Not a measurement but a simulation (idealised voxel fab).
process module | voxel transistor to metal
cross-section cut | 210 nm wide | cells 5 nm
A cross-section is a grid of square cells, given in bands from the top down. A band is one or more rows of cells.
Each band's line starts with the height of the band's top and of its bottom, in nm. Then come its materials from left to right, each with its width in nm. One material with "throughout" fills the band from edge to edge. "air" is empty space.
Height 0 is the level under which the wafer as received is all one material. The lowest band goes on downwards, as in "0 down".
A width such as "30 to 40" changes by the same amount from each row of cells to the next, from the band's top row to its bottom row.
"no change" after a step means that no cell of the cross-section changed.
closed voids: empty space of 8 cells or more with no open way to the top, each as width x height at its distance from the left edge, in nm
after a step's settings: what the simulator itself notes on the step
overlay nm, on a step with a mask: how far to the right of its planned place the mask lay; to the left if negative
plan
1 op RECEIVE | material Si
2 op CONFORMAL_DEP | material SiO2 | thk nm 5
3 op CONFORMAL_DEP | material SiN | thk nm 15
4 op PATTERN | tone cover | mask id ACTIVE | material resist | width nm 115 | thk nm 15 | overlay nm 0
5 op DIRECTIONAL_ETCH | etch materials SiN | depth nm 15
6 op DIRECTIONAL_ETCH | etch materials SiO2 | depth nm 5
7 op DIRECTIONAL_ETCH | etch materials Si | depth nm 20
8 op STRIP | etch materials resist
9 op FILL_DEP | material SiO2 | thk nm 10
10 op CMP | height nm 20
11 op SELECTIVE_ETCH | etch materials SiO2 | depth nm 15
12 op STRIP | etch materials SiN
13 op SELECTIVE_ETCH | etch materials SiO2 | depth nm 5
14 op OXIDIZE | depth nm 5
15 op DIRECTIONAL_DEP | material polySi | thk nm 25
16 op DIRECTIONAL_DEP | material SiCN | thk nm 10
17 op PATTERN | tone cover | mask id GATE | material resist | width nm 25 | thk nm 20 | overlay nm 0
18 op DIRECTIONAL_ETCH | etch materials SiCN | depth nm 20
19 op DIRECTIONAL_ETCH | etch materials polySi | depth nm 35
20 op STRIP | etch materials resist
21 op CONFORMAL_DEP | material SiO2 | thk nm 5
22 op DIRECTIONAL_ETCH | etch materials SiO2 | depth nm 5
23 op CONFORMAL_DEP | material SiN | thk nm 10
24 op DIRECTIONAL_ETCH | etch materials SiN | depth nm 10
25 op DIRECTIONAL_ETCH | etch materials SiO2 | depth nm 5
26 op DIRECTIONAL_ETCH | etch materials Si | depth nm 15
27 op EPI | material pSi | thk nm 20
28 op FILL_DEP | material SiO2 | thk nm 10
29 op CMP | height nm 35
30 op DIRECTIONAL_DEP | material SiO2 | thk nm 15
31 op DIRECTIONAL_DEP | material aC | thk nm 15
32 op PATTERN | tone open | mask id CONTACT | material resist | width nm 30 | pitch nm 65 | thk nm 30 | overlay nm 0
33 op DIRECTIONAL_ETCH | etch materials aC | depth nm 15
34 op STRIP | etch materials resist
35 op DIRECTIONAL_ETCH | etch materials SiO2 | depth nm 35
36 op STRIP | etch materials aC
37 op CONFORMAL_DEP | material TiN | thk nm 5
38 op FILL_DEP | material W | thk nm 10
39 op CMP | height nm 50
40 op CONFORMAL_DEP | material SiCN | thk nm 5
41 op DIRECTIONAL_DEP | material lowk | thk nm 20
42 op DIRECTIONAL_DEP | material aC | thk nm 10
43 op PATTERN | tone open | mask id METAL_1 | material resist | width nm 15 | pitch nm 80 | thk nm 30 | overlay nm 0
44 op DIRECTIONAL_ETCH | etch materials aC | depth nm 10
45 op STRIP | etch materials resist
46 op DIRECTIONAL_ETCH | etch materials lowk | depth nm 20
47 op DIRECTIONAL_ETCH | etch materials SiCN | depth nm 5
48 op STRIP | etch materials aC
49 op CONFORMAL_DEP | material TiN | thk nm 5
50 op FILL_DEP | material W | thk nm 10
51 op CMP | height nm 75
52 op EPI | material Ru | thk nm 5
53 op FILL_DEP | material SiCN | thk nm 5
54 op DIRECTIONAL_DEP | material SiO2 | thk nm 30
55 op PATTERN | tone open | mask id METAL_2 | material resist | width nm 15 | pitch nm 80 | thk nm 20 | overlay nm 0
56 op DIRECTIONAL_ETCH | etch materials SiO2 | depth nm 20
57 op STRIP | etch materials resist
58 op MASKED_ETCH | tone open | mask id METAL_2_HOLES | width nm 15 | pitch nm 80 | etch materials SiO2 | depth nm 10 | overlay nm 0
59 op MASKED_ETCH | tone open | mask id METAL_2_HOLES | width nm 15 | pitch nm 80 | etch materials SiCN | depth nm 5 | overlay nm 0
60 op CONFORMAL_DEP | material TiN | thk nm 5
61 op FILL_DEP | material Cu | thk nm 10
62 op CMP | height nm 115
63 op CONFORMAL_DEP | material SiN | thk nm 5
as received, after step 1
  0 down: Si throughout
  closed voids: none
a wafer at the end: this start, this plan, one mistake
  120 to 115: SiN throughout
  115 to 85: SiO2 55 | TiN 5 | Cu 5 | TiN 5 | SiO2 65 | TiN 5 | Cu 5 | TiN 5 | SiO2 60
  85 to 80: SiCN 55 | TiN 15 | SiCN 65 | TiN 15 | SiCN 60
  80 to 75: SiCN 50 | Ru 25 | SiCN 55 | Ru 25 | SiCN 55
  75 to 55: lowk 55 | TiN 5 | W 5 | TiN 5 | lowk 65 | TiN 5 | W 5 | TiN 5 | lowk 60
  55 to 50: SiCN 55 | TiN 15 | SiCN 65 | TiN 15 | SiCN 60
  50 to 40: SiO2 60 | TiN 5 | W 20 | TiN 5 | SiO2 35 | TiN 5 | W 20 | TiN 5 | SiO2 55
  40 to 35: SiO2 60 | TiN 5 | W 5 | TiN 20 | SiO2 35 | TiN 10 | W 15 | TiN 5 | SiO2 55
  35 to 25: SiO2 60 | TiN 5 | W 5 | TiN 5 | SiN 10 | TiN 5 | SiCN 25 | SiO2 5 | SiN 10 | TiN 5 | W 15 | TiN 5 | SiO2 55
  25 to 20: SiO2 60 | TiN 5 | W 5 | TiN 5 | SiN 10 | TiN 5 | polySi 25 | SiO2 5 | SiN 10 | TiN 5 | W 15 | TiN 5 | SiO2 55
  20 to 15: SiO2 60 | TiN 15 | SiN 10 | TiN 5 | polySi 25 | SiO2 5 | SiN 10 | TiN 25 | SiO2 55
  15 to 0: SiO2 55 | pSi 20 | SiN 10 | SiO2 5 | polySi 25 | SiO2 5 | SiN 10 | pSi 20 | SiO2 60
  0 to -5: SiO2 40 | pSi 35 | SiO2 55 | pSi 35 | SiO2 45
  -5 to -20: SiO2 45 | pSi 30 | Si 55 | pSi 30 | SiO2 50
  -20 down: Si throughout
  closed voids: none
what went wrong: step 32 ran as: op PATTERN | tone open | mask id CONTACT | material resist | width nm 30 | pitch nm 65 | thk nm 30 | overlay nm 5
